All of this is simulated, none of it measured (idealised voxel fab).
This section sets out a process module, namely voxel transistor to metal.
cross-section cut | 285 nm wide | cells 5 nm
How to read a cross-section here: the picture is a grid of square cells, written as bands going from the top down, and any band can span one or more rows of cells. Look at the band entry: it leads with the top's height and the bottom's height in nm. Then it lists the materials left to right, with a width in nm for each. The word "throughout" on a single material says that material fills the band edge to edge. The word "air" is empty space. Heights are measured from 0, the level below which the as-received wafer is all one material; the lowest band has no bottom and continues downward, written as in "0 and below". Width "30 to 40": first value at the band's top row of cells, second value at its bottom row, equal change from row to row. Where a step carries "nothing different", the cross-section came out of it unchanged, cell for cell. The list in "Cavities, sealed" covers empty spaces of 8 cells or more that cannot reach the top through any open way, and it gives each as width x height at distance; the distance is from the left edge, and width, height and distance are in nm. What comes after the settings on a step's line is commentary from the simulator itself on that step. overlay nm: mask offset rightward from planned place, masked step; negative means leftward offset.
The planned process steps are enumerated hereunder
step 1: RECEIVE with material Si
step 2: OXIDIZE with depth nm 5
step 3: CONFORMAL_DEP with material SiN, thk nm 10
step 4: PATTERN with tone cover, mask id ACTIVE, material resist, width nm 115, pitch nm 135, thk nm 15, overlay nm 0
step 5: DIRECTIONAL_ETCH with etch materials SiN, depth nm 10
step 6: DIRECTIONAL_ETCH with etch materials SiO2, depth nm 5
step 7: DIRECTIONAL_ETCH with etch materials Si, depth nm 20
step 8: STRIP with etch materials resist
step 9: FILL_DEP with material SiO2, thk nm 15
step 10: CMP with height nm 10
step 11: SELECTIVE_ETCH with etch materials SiO2, depth nm 10
step 12: STRIP with etch materials SiN
step 13: SELECTIVE_ETCH with etch materials SiO2, depth nm 5
step 14: OXIDIZE with depth nm 5
step 15: DIRECTIONAL_DEP with material polySi, thk nm 25
step 16: DIRECTIONAL_DEP with material SiCN, thk nm 10
step 17: MASKED_ETCH with tone cover, mask id GATE, width nm 15, pitch nm 135, etch materials SiCN, depth nm 20, overlay nm 0
step 18: MASKED_ETCH with tone cover, mask id GATE, width nm 15, pitch nm 135, etch materials polySi, depth nm 35, overlay nm 0
step 19: CONFORMAL_DEP with material SiN, thk nm 5
step 20: DIRECTIONAL_ETCH with etch materials SiN, depth nm 5
step 21: DIRECTIONAL_ETCH with etch materials SiO2, depth nm 5
step 22: EPI with material nSi, thk nm 5
step 23: FILL_DEP with material SiO2, thk nm 5
step 24: CMP with height nm 30
step 25: DIRECTIONAL_DEP with material SiO2, thk nm 15
step 26: MASKED_ETCH with tone open, mask id CONTACT, width nm 20, etch materials SiO2, depth nm 50, overlay nm 0
step 27: CONFORMAL_DEP with material TiN, thk nm 5
step 28: FILL_DEP with material W, thk nm 5
step 29: CMP with height nm 45
step 30: CONFORMAL_DEP with material SiCN, thk nm 5
step 31: DIRECTIONAL_DEP with material SiO2, thk nm 25
step 32: PATTERN with tone open, mask id METAL_1, material resist, width nm 20, thk nm 20, overlay nm 0
step 33: DIRECTIONAL_ETCH with etch materials SiO2, depth nm 25
step 34: DIRECTIONAL_ETCH with etch materials SiCN, depth nm 5
step 35: STRIP with etch materials resist
step 36: CONFORMAL_DEP with material TiN, thk nm 5
step 37: FILL_DEP with material Cu, thk nm 10
step 38: CMP with height nm 75
step 39: CONFORMAL_DEP with material SiCN, thk nm 5
The first wafer of two, processed as planned
Step 1 complete: cross-section of the wafer as received
- 0 and below | Si throughout
- Cavities, sealed: none
The wafer, seen in cross-section, after step 2
- 0 down to -5 | SiO2 throughout
- Below -5, no change.
The wafer, seen in cross-section, after step 3
- 10 down to 0 | SiN throughout
- Below 0, no change.
The wafer, seen in cross-section, after step 4
- 25 down to 10 | air 15  resist 115  air 20  resist 115  air 20
- Below 10, no change.
The wafer, seen in cross-section, after step 5
- 25 down to 10 | air 15  resist 115  air 20  resist 115  air 20
- 10 down to 0 | air 15  SiN 115  air 20  SiN 115  air 20
- Below 0, no change.
The wafer, seen in cross-section, after step 6
- 25 down to 10 | air 15  resist 115  air 20  resist 115  air 20
- 10 down to 0 | air 15  SiN 115  air 20  SiN 115  air 20
- 0 down to -5 | air 15  SiO2 115  air 20  SiO2 115  air 20
- Below -5, no change.
The wafer, seen in cross-section, after step 7
- 25 down to 10 | air 15  resist 115  air 20  resist 115  air 20
- 10 down to 0 | air 15  SiN 115  air 20  SiN 115  air 20
- 0 down to -5 | air 15  SiO2 115  air 20  SiO2 115  air 20
- -5 down to -25 | air 15  Si 115  air 20  Si 115  air 20
- Below -25, no change.
The wafer, seen in cross-section, after step 8
- 10 down to 0 | air 15  SiN 115  air 20  SiN 115  air 20
- Below 0, no change.
The wafer, seen in cross-section, after step 9
- 25 down to 10 | SiO2 throughout
- 10 down to 0 | SiO2 15  SiN 115  SiO2 20  SiN 115  SiO2 20
- 0 down to -5 | SiO2 throughout
- -5 down to -25 | SiO2 15  Si 115  SiO2 20  Si 115  SiO2 20
- Below -25, no change.
The wafer, seen in cross-section, after step 10
- 10 down to 0 | SiO2 15  SiN 115  SiO2 20  SiN 115  SiO2 20
- Below 0, no change.
The wafer, seen in cross-section, after step 11
- 10 down to 0 | air 15  SiN 115  air 20  SiN 115  air 20
- Below 0, no change.
The wafer, seen in cross-section, after step 12
- 0 down to -5 | SiO2 throughout
- Below -5, no change.
The wafer, seen in cross-section, after step 13
- -5 down to -25 | SiO2 15  Si 115  SiO2 20  Si 115  SiO2 20
- Below -25, no change.
The wafer, seen in cross-section, after step 14
- -5 down to -10 | SiO2 throughout
- Below -10, no change.
The wafer, seen in cross-section, after step 15
- 20 down to -5 | polySi throughout
- Below -5, no change.
The wafer, seen in cross-section, after step 16
- 30 down to 20 | SiCN throughout
- Below 20, no change.
The wafer, seen in cross-section, after step 17
- 30 down to 20 | air 65  SiCN 15  air 120  SiCN 15  air 70
- Below 20, no change.
The wafer, seen in cross-section, after step 18
- 30 down to 20 | air 65  SiCN 15  air 120  SiCN 15  air 70
- 20 down to -5 | air 65  polySi 15  air 120  polySi 15  air 70
- Below -5, no change.
The wafer, seen in cross-section, after step 19
- 35 down to 30 | air 60  SiN 25  air 110  SiN 25  air 65
- 30 down to 20 | air 60  SiN 5  SiCN 15  SiN 5  air 110  SiN 5  SiCN 15  SiN 5  air 65
- 20 down to 0 | air 60  SiN 5  polySi 15  SiN 5  air 110  SiN 5  polySi 15  SiN 5  air 65
- 0 down to -5 | SiN 65  polySi 15  SiN 120  polySi 15  SiN 70
- Below -5, no change.
The wafer, seen in cross-section, after step 20
- 30 down to 20 | air 60  SiN 5  SiCN 15  SiN 5  air 110  SiN 5  SiCN 15  SiN 5  air 65
- 20 down to -5 | air 60  SiN 5  polySi 15  SiN 5  air 110  SiN 5  polySi 15  SiN 5  air 65
- Below -5, no change.
The wafer, seen in cross-section, after step 21
- 30 down to 20 | air 60  SiN 5  SiCN 15  SiN 5  air 110  SiN 5  SiCN 15  SiN 5  air 65
- 20 down to -5 | air 60  SiN 5  polySi 15  SiN 5  air 110  SiN 5  polySi 15  SiN 5  air 65
- -5 down to -10 | air 60  SiO2 25  air 110  SiO2 25  air 65
- Below -10, no change.
The wafer, seen in cross-section, after step 22
- 30 down to 20 | air 60  SiN 5  SiCN 15  SiN 5  air 110  SiN 5  SiCN 15  SiN 5  air 65
- 20 down to -5 | air 60  SiN 5  polySi 15  SiN 5  air 110  SiN 5  polySi 15  SiN 5  air 65
- -5 down to -10 | air 10  nSi 50  SiO2 25  nSi 50  air 10  nSi 50  SiO2 25  nSi 50  air 15
- Below -10, no change.
The wafer, seen in cross-section, after step 23
- 35 down to 30 | SiO2 throughout
- 30 down to 20 | SiO2 60  SiN 5  SiCN 15  SiN 5  SiO2 110  SiN 5  SiCN 15  SiN 5  SiO2 65
- 20 down to -5 | SiO2 60  SiN 5  polySi 15  SiN 5  SiO2 110  SiN 5  polySi 15  SiN 5  SiO2 65
- -5 down to -10 | SiO2 10  nSi 50  SiO2 25  nSi 50  SiO2 10  nSi 50  SiO2 25  nSi 50  SiO2 15
- Below -10, no change.
The wafer, seen in cross-section, after step 24
- 30 down to 20 | SiO2 60  SiN 5  SiCN 15  SiN 5  SiO2 110  SiN 5  SiCN 15  SiN 5  SiO2 65
- Below 20, no change.
The wafer, seen in cross-section, after step 25
- 45 down to 30 | SiO2 throughout
- Below 30, no change.
The wafer, seen in cross-section, after step 26
- 45 down to 30 | SiO2 25  air 20  SiO2 55  air 20  SiO2 40  air 20  SiO2 55  air 20  SiO2 30
- 30 down to 20 | SiO2 25  air 20  SiO2 15  SiN 5  SiCN 15  SiN 5  SiO2 15  air 20  SiO2 40  air 20  SiO2 15  SiN 5  SiCN 15  SiN 5  SiO2 15  air 20  SiO2 30
- 20 down to -5 | SiO2 25  air 20  SiO2 15  SiN 5  polySi 15  SiN 5  SiO2 15  air 20  SiO2 40  air 20  SiO2 15  SiN 5  polySi 15  SiN 5  SiO2 15  air 20  SiO2 30
- Below -5, no change.
The wafer, seen in cross-section, after step 27
- 50 down to 45 | TiN 30  air 10  TiN 65  air 10  TiN 50  air 10  TiN 65  air 10  TiN 35
- 45 down to 30 | SiO2 25  TiN 5  air 10  TiN 5  SiO2 55  TiN 5  air 10  TiN 5  SiO2 40  TiN 5  air 10  TiN 5  SiO2 55  TiN 5  air 10  TiN 5  SiO2 30
- 30 down to 20 | SiO2 25  TiN 5  air 10  TiN 5  SiO2 15  SiN 5  SiCN 15  SiN 5  SiO2 15  TiN 5  air 10  TiN 5  SiO2 40  TiN 5  air 10  TiN 5  SiO2 15  SiN 5  SiCN 15  SiN 5  SiO2 15  TiN 5  air 10  TiN 5  SiO2 30
- 20 down to 0 | SiO2 25  TiN 5  air 10  TiN 5  SiO2 15  SiN 5  polySi 15  SiN 5  SiO2 15  TiN 5  air 10  TiN 5  SiO2 40  TiN 5  air 10  TiN 5  SiO2 15  SiN 5  polySi 15  SiN 5  SiO2 15  TiN 5  air 10  TiN 5  SiO2 30
- 0 down to -5 | SiO2 25  TiN 20  SiO2 15  SiN 5  polySi 15  SiN 5  SiO2 15  TiN 20  SiO2 40  TiN 20  SiO2 15  SiN 5  polySi 15  SiN 5  SiO2 15  TiN 20  SiO2 30
- Below -5, no change.
The wafer, seen in cross-section, after step 28
- 55 down to 50 | W throughout
- 50 down to 45 | TiN 30  W 10  TiN 65  W 10  TiN 50  W 10  TiN 65  W 10  TiN 35
- 45 down to 30 | SiO2 25  TiN 5  W 10  TiN 5  SiO2 55  TiN 5  W 10  TiN 5  SiO2 40  TiN 5  W 10  TiN 5  SiO2 55  TiN 5  W 10  TiN 5  SiO2 30
- 30 down to 20 | SiO2 25  TiN 5  W 10  TiN 5  SiO2 15  SiN 5  SiCN 15  SiN 5  SiO2 15  TiN 5  W 10  TiN 5  SiO2 40  TiN 5  W 10  TiN 5  SiO2 15  SiN 5  SiCN 15  SiN 5  SiO2 15  TiN 5  W 10  TiN 5  SiO2 30
- 20 down to 0 | SiO2 25  TiN 5  W 10  TiN 5  SiO2 15  SiN 5  polySi 15  SiN 5  SiO2 15  TiN 5  W 10  TiN 5  SiO2 40  TiN 5  W 10  TiN 5  SiO2 15  SiN 5  polySi 15  SiN 5  SiO2 15  TiN 5  W 10  TiN 5  SiO2 30
- Below 0, no change.
The wafer, seen in cross-section, after step 29
- 45 down to 30 | SiO2 25  TiN 5  W 10  TiN 5  SiO2 55  TiN 5  W 10  TiN 5  SiO2 40  TiN 5  W 10  TiN 5  SiO2 55  TiN 5  W 10  TiN 5  SiO2 30
- Below 30, no change.
The wafer, seen in cross-section, after step 30
- 50 down to 45 | SiCN throughout
- Below 45, no change.
The wafer, seen in cross-section, after step 31
- 75 down to 50 | SiO2 throughout
- Below 50, no change.
The wafer, seen in cross-section, after step 32
- 95 down to 75 | resist 25  air 20  resist 55  air 20  resist 40  air 20  resist 55  air 20  resist 30
- Below 75, no change.
The wafer, seen in cross-section, after step 33
- 95 down to 75 | resist 25  air 20  resist 55  air 20  resist 40  air 20  resist 55  air 20  resist 30
- 75 down to 50 | SiO2 25  air 20  SiO2 55  air 20  SiO2 40  air 20  SiO2 55  air 20  SiO2 30
- Below 50, no change.
The wafer, seen in cross-section, after step 34
- 95 down to 75 | resist 25  air 20  resist 55  air 20  resist 40  air 20  resist 55  air 20  resist 30
- 75 down to 50 | SiO2 25  air 20  SiO2 55  air 20  SiO2 40  air 20  SiO2 55  air 20  SiO2 30
- 50 down to 45 | SiCN 25  air 20  SiCN 55  air 20  SiCN 40  air 20  SiCN 55  air 20  SiCN 30
- Below 45, no change.
The wafer, seen in cross-section, after step 35
- 75 down to 50 | SiO2 25  air 20  SiO2 55  air 20  SiO2 40  air 20  SiO2 55  air 20  SiO2 30
- Below 50, no change.
The wafer, seen in cross-section, after step 36
- 80 down to 75 | TiN 30  air 10  TiN 65  air 10  TiN 50  air 10  TiN 65  air 10  TiN 35
- 75 down to 50 | SiO2 25  TiN 5  air 10  TiN 5  SiO2 55  TiN 5  air 10  TiN 5  SiO2 40  TiN 5  air 10  TiN 5  SiO2 55  TiN 5  air 10  TiN 5  SiO2 30
- 50 down to 45 | SiCN 25  TiN 20  SiCN 55  TiN 20  SiCN 40  TiN 20  SiCN 55  TiN 20  SiCN 30
- Below 45, no change.
The wafer, seen in cross-section, after step 37
- 90 down to 80 | Cu throughout
- 80 down to 75 | TiN 30  Cu 10  TiN 65  Cu 10  TiN 50  Cu 10  TiN 65  Cu 10  TiN 35
- 75 down to 50 | SiO2 25  TiN 5  Cu 10  TiN 5  SiO2 55  TiN 5  Cu 10  TiN 5  SiO2 40  TiN 5  Cu 10  TiN 5  SiO2 55  TiN 5  Cu 10  TiN 5  SiO2 30
- Below 50, no change.
The wafer, seen in cross-section, after step 38
- 75 down to 50 | SiO2 25  TiN 5  Cu 10  TiN 5  SiO2 55  TiN 5  Cu 10  TiN 5  SiO2 40  TiN 5  Cu 10  TiN 5  SiO2 55  TiN 5  Cu 10  TiN 5  SiO2 30
- Below 50, no change.
The wafer, seen in cross-section, after step 39
- 80 down to 75 | SiCN throughout
- Below 75, no change.
Wafer two. Same start, same plan, one slip in execution. Same as wafer one through step 16, inclusive
The second wafer cut through, at the time step 17 was supposed to be finished
- 30 down to 20 | air 65  SiCN 20  air 115  SiCN 20  air 65
- Below 20, no change.
The second wafer cut through, at the time step 18 was supposed to be finished
- 30 down to 20 | air 65  SiCN 20  air 115  SiCN 20  air 65
- 20 down to -5 | air 65  polySi 20  air 115  polySi 20  air 65
- Below -5, no change.
The second wafer cut through, at the time step 19 was supposed to be finished
- 35 down to 30 | air 60  SiN 30  air 105  SiN 30  air 60
- 30 down to 20 | air 60  SiN 5  SiCN 20  SiN 5  air 105  SiN 5  SiCN 20  SiN 5  air 60
- 20 down to 0 | air 60  SiN 5  polySi 20  SiN 5  air 105  SiN 5  polySi 20  SiN 5  air 60
- 0 down to -5 | SiN 65  polySi 20  SiN 115  polySi 20  SiN 65
- Below -5, no change.
The second wafer cut through, at the time step 20 was supposed to be finished
- 30 down to 20 | air 60  SiN 5  SiCN 20  SiN 5  air 105  SiN 5  SiCN 20  SiN 5  air 60
- 20 down to -5 | air 60  SiN 5  polySi 20  SiN 5  air 105  SiN 5  polySi 20  SiN 5  air 60
- Below -5, no change.
The second wafer cut through, at the time step 21 was supposed to be finished
- 30 down to 20 | air 60  SiN 5  SiCN 20  SiN 5  air 105  SiN 5  SiCN 20  SiN 5  air 60
- 20 down to -5 | air 60  SiN 5  polySi 20  SiN 5  air 105  SiN 5  polySi 20  SiN 5  air 60
- -5 down to -10 | air 60  SiO2 30  air 105  SiO2 30  air 60
- Below -10, no change.
The second wafer cut through, at the time step 22 was supposed to be finished
- 30 down to 20 | air 60  SiN 5  SiCN 20  SiN 5  air 105  SiN 5  SiCN 20  SiN 5  air 60
- 20 down to -5 | air 60  SiN 5  polySi 20  SiN 5  air 105  SiN 5  polySi 20  SiN 5  air 60
- -5 down to -10 | air 10  nSi 50  SiO2 30  nSi 45  air 10  nSi 50  SiO2 30  nSi 45  air 15
- Below -10, no change.
The second wafer cut through, at the time step 23 was supposed to be finished
- 35 down to 30 | SiO2 throughout
- 30 down to 20 | SiO2 60  SiN 5  SiCN 20  SiN 5  SiO2 105  SiN 5  SiCN 20  SiN 5  SiO2 60
- 20 down to -5 | SiO2 60  SiN 5  polySi 20  SiN 5  SiO2 105  SiN 5  polySi 20  SiN 5  SiO2 60
- -5 down to -10 | SiO2 10  nSi 50  SiO2 30  nSi 45  SiO2 10  nSi 50  SiO2 30  nSi 45  SiO2 15
- Below -10, no change.
The second wafer cut through, at the time step 24 was supposed to be finished
- 30 down to 20 | SiO2 60  SiN 5  SiCN 20  SiN 5  SiO2 105  SiN 5  SiCN 20  SiN 5  SiO2 60
- Below 20, no change.
The second wafer cut through, at the time step 25 was supposed to be finished
- 45 down to 30 | SiO2 throughout
- Below 30, no change.
The second wafer cut through, at the time step 26 was supposed to be finished
- 45 down to 30 | SiO2 25  air 20  SiO2 55  air 20  SiO2 40  air 20  SiO2 55  air 20  SiO2 30
- 30 down to 20 | SiO2 25  air 20  SiO2 15  SiN 5  SiCN 20  SiN 5  SiO2 10  air 20  SiO2 40  air 20  SiO2 15  SiN 5  SiCN 20  SiN 5  SiO2 10  air 20  SiO2 30
- 20 down to -5 | SiO2 25  air 20  SiO2 15  SiN 5  polySi 20  SiN 5  SiO2 10  air 20  SiO2 40  air 20  SiO2 15  SiN 5  polySi 20  SiN 5  SiO2 10  air 20  SiO2 30
- Below -5, no change.
The second wafer cut through, at the time step 27 was supposed to be finished
- 50 down to 45 | TiN 30  air 10  TiN 65  air 10  TiN 50  air 10  TiN 65  air 10  TiN 35
- 45 down to 30 | SiO2 25  TiN 5  air 10  TiN 5  SiO2 55  TiN 5  air 10  TiN 5  SiO2 40  TiN 5  air 10  TiN 5  SiO2 55  TiN 5  air 10  TiN 5  SiO2 30
- 30 down to 20 | SiO2 25  TiN 5  air 10  TiN 5  SiO2 15  SiN 5  SiCN 20  SiN 5  SiO2 10  TiN 5  air 10  TiN 5  SiO2 40  TiN 5  air 10  TiN 5  SiO2 15  SiN 5  SiCN 20  SiN 5  SiO2 10  TiN 5  air 10  TiN 5  SiO2 30
- 20 down to 0 | SiO2 25  TiN 5  air 10  TiN 5  SiO2 15  SiN 5  polySi 20  SiN 5  SiO2 10  TiN 5  air 10  TiN 5  SiO2 40  TiN 5  air 10  TiN 5  SiO2 15  SiN 5  polySi 20  SiN 5  SiO2 10  TiN 5  air 10  TiN 5  SiO2 30
- 0 down to -5 | SiO2 25  TiN 20  SiO2 15  SiN 5  polySi 20  SiN 5  SiO2 10  TiN 20  SiO2 40  TiN 20  SiO2 15  SiN 5  polySi 20  SiN 5  SiO2 10  TiN 20  SiO2 30
- Below -5, no change.
The second wafer cut through, at the time step 28 was supposed to be finished
- 55 down to 50 | W throughout
- 50 down to 45 | TiN 30  W 10  TiN 65  W 10  TiN 50  W 10  TiN 65  W 10  TiN 35
- 45 down to 30 | SiO2 25  TiN 5  W 10  TiN 5  SiO2 55  TiN 5  W 10  TiN 5  SiO2 40  TiN 5  W 10  TiN 5  SiO2 55  TiN 5  W 10  TiN 5  SiO2 30
- 30 down to 20 | SiO2 25  TiN 5  W 10  TiN 5  SiO2 15  SiN 5  SiCN 20  SiN 5  SiO2 10  TiN 5  W 10  TiN 5  SiO2 40  TiN 5  W 10  TiN 5  SiO2 15  SiN 5  SiCN 20  SiN 5  SiO2 10  TiN 5  W 10  TiN 5  SiO2 30
- 20 down to 0 | SiO2 25  TiN 5  W 10  TiN 5  SiO2 15  SiN 5  polySi 20  SiN 5  SiO2 10  TiN 5  W 10  TiN 5  SiO2 40  TiN 5  W 10  TiN 5  SiO2 15  SiN 5  polySi 20  SiN 5  SiO2 10  TiN 5  W 10  TiN 5  SiO2 30
- Below 0, no change.
The second wafer cut through, at the time step 29 was supposed to be finished
- 45 down to 30 | SiO2 25  TiN 5  W 10  TiN 5  SiO2 55  TiN 5  W 10  TiN 5  SiO2 40  TiN 5  W 10  TiN 5  SiO2 55  TiN 5  W 10  TiN 5  SiO2 30
- Below 30, no change.
The second wafer cut through, at the time step 30 was supposed to be finished
- 50 down to 45 | SiCN throughout
- Below 45, no change.
The second wafer cut through, at the time step 31 was supposed to be finished
- 75 down to 50 | SiO2 throughout
- Below 50, no change.
The second wafer cut through, at the time step 32 was supposed to be finished
- 95 down to 75 | resist 25  air 20  resist 55  air 20  resist 40  air 20  resist 55  air 20  resist 30
- Below 75, no change.
The second wafer cut through, at the time step 33 was supposed to be finished
- 95 down to 75 | resist 25  air 20  resist 55  air 20  resist 40  air 20  resist 55  air 20  resist 30
- 75 down to 50 | SiO2 25  air 20  SiO2 55  air 20  SiO2 40  air 20  SiO2 55  air 20  SiO2 30
- Below 50, no change.
The second wafer cut through, at the time step 34 was supposed to be finished
- 95 down to 75 | resist 25  air 20  resist 55  air 20  resist 40  air 20  resist 55  air 20  resist 30
- 75 down to 50 | SiO2 25  air 20  SiO2 55  air 20  SiO2 40  air 20  SiO2 55  air 20  SiO2 30
- 50 down to 45 | SiCN 25  air 20  SiCN 55  air 20  SiCN 40  air 20  SiCN 55  air 20  SiCN 30
- Below 45, no change.
The second wafer cut through, at the time step 35 was supposed to be finished
- 75 down to 50 | SiO2 25  air 20  SiO2 55  air 20  SiO2 40  air 20  SiO2 55  air 20  SiO2 30
- Below 50, no change.
The second wafer cut through, at the time step 36 was supposed to be finished
- 80 down to 75 | TiN 30  air 10  TiN 65  air 10  TiN 50  air 10  TiN 65  air 10  TiN 35
- 75 down to 50 | SiO2 25  TiN 5  air 10  TiN 5  SiO2 55  TiN 5  air 10  TiN 5  SiO2 40  TiN 5  air 10  TiN 5  SiO2 55  TiN 5  air 10  TiN 5  SiO2 30
- 50 down to 45 | SiCN 25  TiN 20  SiCN 55  TiN 20  SiCN 40  TiN 20  SiCN 55  TiN 20  SiCN 30
- Below 45, no change.
The second wafer cut through, at the time step 37 was supposed to be finished
- 90 down to 80 | Cu throughout
- 80 down to 75 | TiN 30  Cu 10  TiN 65  Cu 10  TiN 50  Cu 10  TiN 65  Cu 10  TiN 35
- 75 down to 50 | SiO2 25  TiN 5  Cu 10  TiN 5  SiO2 55  TiN 5  Cu 10  TiN 5  SiO2 40  TiN 5  Cu 10  TiN 5  SiO2 55  TiN 5  Cu 10  TiN 5  SiO2 30
- Below 50, no change.
The second wafer cut through, at the time step 38 was supposed to be finished
- 75 down to 50 | SiO2 25  TiN 5  Cu 10  TiN 5  SiO2 55  TiN 5  Cu 10  TiN 5  SiO2 40  TiN 5  Cu 10  TiN 5  SiO2 55  TiN 5  Cu 10  TiN 5  SiO2 30
- Below 50, no change.
The second wafer cut through, at the time step 39 was supposed to be finished
- 80 down to 75 | SiCN throughout
- Below 75, no change.
Which mistake was made when the wafer was run? step 17 ran as: MASKED_ETCH with tone cover, mask id GATE, width nm 20, pitch nm 135, etch materials SiCN, depth nm 20, overlay nm 0
Final cells, second wafer relative to first, materials higher or lower: SiCN: 4 more, SiO2: 12 fewer, nSi: 2 fewer, polySi: 10 more
